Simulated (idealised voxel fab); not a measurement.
process module | voxel capacitor over wiring
cross-section cut | 270 nm wide | cells 5 nm
A cross-section is a grid of square cells, given in bands from the top down. A band is one or more rows of cells.
Each band's line starts with the height of the band's top and of its bottom, in nm. Then come its materials from left to right, each with its width in nm. One material with "throughout" fills the band from edge to edge. "air" is empty space.
Height 0 is the level under which the wafer as received is all one material. The lowest band goes on downwards, as in "0 down".
A width such as "30 to 40" changes by the same amount from each row of cells to the next, from the band's top row to its bottom row.
"no change" after a step means that no cell of the cross-section changed.
closed voids: empty space of 8 cells or more with no open way to the top, each as width x height at its distance from the left edge, in nm
after a step's settings: what the simulator itself notes on the step
overlay nm, on a step with a mask: how far to the right of its planned place the mask lay; to the left if negative
plan
1 op RECEIVE | material Si
2 op CONFORMAL_DEP | material SiO2 | thk nm 10
3 op DIRECTIONAL_DEP | material TiN | thk nm 5
4 op DIRECTIONAL_DEP | material W | thk nm 15
5 op MASKED_ETCH | tone cover | mask id METAL_1 | width nm 25 | pitch nm 95 | etch materials W | depth nm 15 | overlay nm 0
6 op MASKED_ETCH | tone cover | mask id METAL_1 | width nm 25 | pitch nm 95 | etch materials TiN | depth nm 5 | overlay nm 0
7 op CONFORMAL_DEP | material SiCN | thk nm 5
8 op FILL_DEP | material lowk | thk nm 10
9 op CMP | height nm 30
10 op CONFORMAL_DEP | material SiCN | thk nm 5
11 op DIRECTIONAL_DEP | material SiO2 | thk nm 10
12 op DIRECTIONAL_DEP | material aC | thk nm 15
13 op PATTERN | tone open | mask id PLUG_1 | material resist | width nm 15 | thk nm 30 | overlay nm 0
14 op DIRECTIONAL_ETCH | etch materials aC | depth nm 15
15 op STRIP | etch materials resist
16 op DIRECTIONAL_ETCH | etch materials SiO2 | depth nm 10
17 op DIRECTIONAL_ETCH | etch materials SiCN | depth nm 5
18 op STRIP | etch materials aC
19 op EPI | material Ru | thk nm 10
20 op EPI | material Ru | thk nm 5
21 op DIRECTIONAL_DEP | material TiN | thk nm 10
22 op DIRECTIONAL_DEP | material HfO2 | thk nm 5
23 op DIRECTIONAL_DEP | material TiN | thk nm 5
24 op MASKED_ETCH | tone cover | mask id UPPER_PLATE | width nm 75 | etch materials TiN | depth nm 5 | overlay nm 0
25 op MASKED_ETCH | tone cover | mask id UPPER_PLATE | width nm 75 | etch materials HfO2 | depth nm 5 | overlay nm 0
26 op DIRECTIONAL_DEP | material aC | thk nm 10
27 op PATTERN | tone cover | mask id LOWER_PLATE | material resist | width nm 85 | thk nm 25 | overlay nm 0
28 op DIRECTIONAL_ETCH | etch materials aC | depth nm 10
29 op STRIP | etch materials resist
30 op DIRECTIONAL_ETCH | etch materials TiN | depth nm 10
31 op STRIP | etch materials aC
32 op FILL_DEP | material SiO2 | thk nm 20
33 op CMP | height nm 80
34 op PATTERN | tone open | mask id PLUG_2 | material resist | width nm 15 | thk nm 20 | overlay nm 0
35 op DIRECTIONAL_ETCH | etch materials SiO2 | depth nm 15
36 op STRIP | etch materials resist
37 op CONFORMAL_DEP | material TiN | thk nm 5
38 op FILL_DEP | material W | thk nm 10
39 op CMP | height nm 80
40 op CONFORMAL_DEP | material SiN | thk nm 5
first wafer, as planned
as received, after step 1
  0 down: Si throughout
  closed voids: none
after step 2
  10 to 0: SiO2 throughout
  below 0: unchanged
after step 3
  15 to 10: TiN throughout
  below 10: unchanged
after step 4
  30 to 15: W throughout
  below 15: unchanged
after step 5
  30 to 15: air 75 | W 25 | air 70 | W 25 | air 75
  below 15: unchanged
after step 6
  30 to 15: air 75 | W 25 | air 70 | W 25 | air 75
  15 to 10: air 75 | TiN 25 | air 70 | TiN 25 | air 75
  below 10: unchanged
after step 7
  35 to 30: air 70 | SiCN 35 | air 60 | SiCN 35 | air 70
  30 to 15: air 70 | SiCN 5 | W 25 | SiCN 5 | air 60 | SiCN 5 | W 25 | SiCN 5 | air 70
  15 to 10: SiCN 75 | TiN 25 | SiCN 70 | TiN 25 | SiCN 75
  below 10: unchanged
after step 8
  45 to 35: lowk throughout
  35 to 30: lowk 70 | SiCN 35 | lowk 60 | SiCN 35 | lowk 70
  30 to 15: lowk 70 | SiCN 5 | W 25 | SiCN 5 | lowk 60 | SiCN 5 | W 25 | SiCN 5 | lowk 70
  below 15: unchanged
after step 9
  30 to 15: lowk 70 | SiCN 5 | W 25 | SiCN 5 | lowk 60 | SiCN 5 | W 25 | SiCN 5 | lowk 70
  below 15: unchanged
after step 10
  35 to 30: SiCN throughout
  below 30: unchanged
after step 11
  45 to 35: SiO2 throughout
  below 35: unchanged
after step 12
  60 to 45: aC throughout
  below 45: unchanged
after step 13
  90 to 60: resist 85 | air 15 | resist 170
  below 60: unchanged
after step 14
  75 to 60: resist 85 | air 15 | resist 170
  60 to 45: aC 85 | air 15 | aC 170
  below 45: unchanged
after step 15
  60 to 45: aC 85 | air 15 | aC 170
  below 45: unchanged
after step 16
  60 to 45: aC 85 | air 15 | aC 170
  45 to 35: SiO2 85 | air 15 | SiO2 170
  below 35: unchanged
after step 17
  60 to 45: aC 85 | air 15 | aC 170
  45 to 35: SiO2 85 | air 15 | SiO2 170
  35 to 30: SiCN 85 | air 15 | SiCN 170
  below 30: unchanged
after step 18
  45 to 35: SiO2 85 | air 15 | SiO2 170
  below 35: unchanged
after step 19
  45 to 40: SiO2 85 | air 15 | SiO2 170
  40 to 35: SiO2 85 | Ru 15 | SiO2 170
  35 to 30: SiCN 85 | Ru 15 | SiCN 170
  below 30: unchanged
after step 20
  45 to 35: SiO2 85 | Ru 15 | SiO2 170
  below 35: unchanged
after step 21
  55 to 45: TiN throughout
  below 45: unchanged
after step 22
  60 to 55: HfO2 throughout
  below 55: unchanged
after step 23
  65 to 60: TiN throughout
  below 60: unchanged
after step 24
  65 to 60: air 85 | TiN 75 | air 110
  below 60: unchanged
after step 25
  65 to 60: air 85 | TiN 75 | air 110
  60 to 55: air 85 | HfO2 75 | air 110
  below 55: unchanged
after step 26
  75 to 65: air 85 | aC 75 | air 110
  65 to 60: aC 85 | TiN 75 | aC 110
  60 to 55: aC 85 | HfO2 75 | aC 110
  below 55: unchanged
after step 27
  100 to 75: air 80 | resist 85 | air 105
  75 to 65: air 80 | resist 5 | aC 75 | resist 5 | air 105
  below 65: unchanged
after step 28
  90 to 75: air 80 | resist 85 | air 105
  75 to 65: air 80 | resist 5 | aC 75 | resist 5 | air 105
  65 to 60: air 80 | aC 5 | TiN 75 | aC 5 | air 105
  60 to 55: air 80 | aC 5 | HfO2 75 | aC 5 | air 105
  below 55: unchanged
after step 29
  75 to 65: air 85 | aC 75 | air 110
  below 65: unchanged
after step 30
  75 to 65: air 85 | aC 75 | air 110
  65 to 60: air 80 | aC 5 | TiN 75 | aC 5 | air 105
  60 to 55: air 80 | aC 5 | HfO2 75 | aC 5 | air 105
  55 to 45: air 80 | TiN 85 | air 105
  below 45: unchanged
after step 31
  65 to 60: air 85 | TiN 75 | air 110
  60 to 55: air 85 | HfO2 75 | air 110
  below 55: unchanged
after step 32
  85 to 65: SiO2 throughout
  65 to 60: SiO2 85 | TiN 75 | SiO2 110
  60 to 55: SiO2 85 | HfO2 75 | SiO2 110
  55 to 45: SiO2 80 | TiN 85 | SiO2 105
  below 45: unchanged
after step 33
  80 to 65: SiO2 throughout
  below 65: unchanged
after step 34
  100 to 80: resist 95 | air 15 | resist 160
  below 80: unchanged
after step 35
  100 to 80: resist 95 | air 15 | resist 160
  80 to 65: SiO2 95 | air 15 | SiO2 160
  below 65: unchanged
after step 36
  80 to 65: SiO2 95 | air 15 | SiO2 160
  below 65: unchanged
after step 37
  85 to 80: TiN 100 | air 5 | TiN 165
  80 to 70: SiO2 95 | TiN 5 | air 5 | TiN 5 | SiO2 160
  70 to 60: SiO2 95 to 85 | TiN 15 to 75 | SiO2 160 to 110
  below 60: unchanged
after step 38
  95 to 85: W throughout
  85 to 80: TiN 100 | W 5 | TiN 165
  80 to 70: SiO2 95 | TiN 5 | W 5 | TiN 5 | SiO2 160
  below 70: unchanged
after step 39
  80 to 70: SiO2 95 | TiN 5 | W 5 | TiN 5 | SiO2 160
  below 70: unchanged
after step 40
  85 to 80: SiN throughout
  below 80: unchanged
second wafer: like start, like plan, one mistake. Through step 21 it matches the first wafer
when step 22 should have ended
  60 to 45: TiN throughout
  below 45: unchanged
when step 23 should have ended
  65 to 60: HfO2 throughout
  below 60: unchanged
when step 24 should have ended: no change
when step 25 should have ended
  65 to 60: air 85 | HfO2 75 | air 110
  below 60: unchanged
when step 26 should have ended
  75 to 70: air 85 | aC 75 | air 110
  70 to 65: aC throughout
  65 to 60: aC 85 | HfO2 75 | aC 110
  below 60: unchanged
when step 27 should have ended
  100 to 75: air 80 | resist 85 | air 105
  75 to 70: air 80 | resist 5 | aC 75 | resist 5 | air 105
  below 70: unchanged
when step 28 should have ended
  90 to 75: air 80 | resist 85 | air 105
  75 to 70: air 80 | resist 5 | aC 75 | resist 5 | air 105
  70 to 65: air 80 | aC 85 | air 105
  65 to 60: air 80 | aC 5 | HfO2 75 | aC 5 | air 105
  below 60: unchanged
when step 29 should have ended
  75 to 65: air 85 to 80 | aC 75 to 85 | air 110 to 105
  below 65: unchanged
when step 30 should have ended
  75 to 65: air 85 to 80 | aC 75 to 85 | air 110 to 105
  65 to 60: air 80 | aC 5 | HfO2 75 | aC 5 | air 105
  60 to 50: air 80 | TiN 85 | air 105
  below 50: unchanged
when step 31 should have ended
  65 to 60: air 85 | HfO2 75 | air 110
  below 60: unchanged
when step 32 should have ended
  85 to 65: SiO2 throughout
  65 to 60: SiO2 85 | HfO2 75 | SiO2 110
  60 to 50: SiO2 80 | TiN 85 | SiO2 105
  below 50: unchanged
when step 33 should have ended
  80 to 65: SiO2 throughout
  below 65: unchanged
when step 34 should have ended
  100 to 80: resist 95 | air 15 | resist 160
  below 80: unchanged
when step 35 should have ended
  100 to 80: resist 95 | air 15 | resist 160
  80 to 65: SiO2 95 | air 15 | SiO2 160
  below 65: unchanged
when step 36 should have ended
  80 to 65: SiO2 95 | air 15 | SiO2 160
  below 65: unchanged
when step 37 should have ended
  85 to 80: TiN 100 | air 5 | TiN 165
  80 to 70: SiO2 95 | TiN 5 | air 5 | TiN 5 | SiO2 160
  70 to 65: SiO2 95 | TiN 15 | SiO2 160
  below 65: unchanged
when step 38 should have ended
  95 to 85: W throughout
  85 to 80: TiN 100 | W 5 | TiN 165
  80 to 70: SiO2 95 | TiN 5 | W 5 | TiN 5 | SiO2 160
  below 70: unchanged
when step 39 should have ended
  80 to 70: SiO2 95 | TiN 5 | W 5 | TiN 5 | SiO2 160
  below 70: unchanged
when step 40 should have ended
  85 to 80: SiN throughout
  below 80: unchanged
what went wrong: steps 22 and 23 were swapped
at the end the second wafer has, in cells: 39 fewer of SiO2 | 39 more of TiN
